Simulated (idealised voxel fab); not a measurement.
Title: Process Module voxel lift off
We display cut, a cross-section 190 nm in width whose square cells are each 5 nm.
Heads up, the way a cross-section reads in here is a grid of square cells, handed over as bands from the top down, with every band being one or more rows of cells.
Top height, bottom height, nm. Materials left to right, width each, nm. Single material + "everywhere" = fills band edge to edge. "empty" = empty.
Below 0: as-received wafer, all one material; heights counted from there. Lowest band: no bottom, goes on down, written "0..down".
Graded width ("30->40"): value in top row of band = first number; value in bottom row = second number; row-to-row change constant.
It should be understood that the words "nothing got changed", when stated for a given step, signify that the cross-section underwent no change in any of its cells during that step.
You'll see "Unvented cavities" listing empty spaces that have no way open to the top, as long as they're 8 cells or more; the notation is width x height at distance, where the distance is from the left edge, and all of it is in nm.
Note: text after step settings on the step line = simulator remark on that step.
What "overlay nm" on a step's line means: if the step has a mask, that mask lay this far to the right of its planned place, or, when the value is negative, to the left.
Plan:
1: RECEIVE, material Si
2: CONFORMAL_DEP, material SiN, thk nm 15
3: PATTERN, tone open, mask id LINES, material resist, width nm 25, pitch nm 55, thk nm 20, overlay nm 0
4: DIRECTIONAL_DEP, material Ru, thk nm 5
5: STRIP, etch materials resist
6: CONFORMAL_DEP, material SiCN, thk nm 5
The cross-section here shows the wafer as received, i.e. in its state after step 1:
	0..down: Si everywhere
	Unvented cavities: none
Cross-sectional result after module completion. Note: starting condition and plan are unchanged from above; one processing mistake was made:
	25..20: SiCN (30); empty (15); SiCN (40); empty (15); SiCN (40); empty (15); SiCN (35)
	20..15: Ru (25); SiCN (25); Ru (30); SiCN (25); Ru (30); SiCN (25); Ru (30)
	15..0: SiN everywhere
	0..down: Si everywhere
	Unvented cavities: none
Processing error: the process deviated at step 3: the operation and settings actually run there were PATTERN, tone cover, mask id LINES, material resist, width nm 25, pitch nm 55, thk nm 20, overlay nm 0
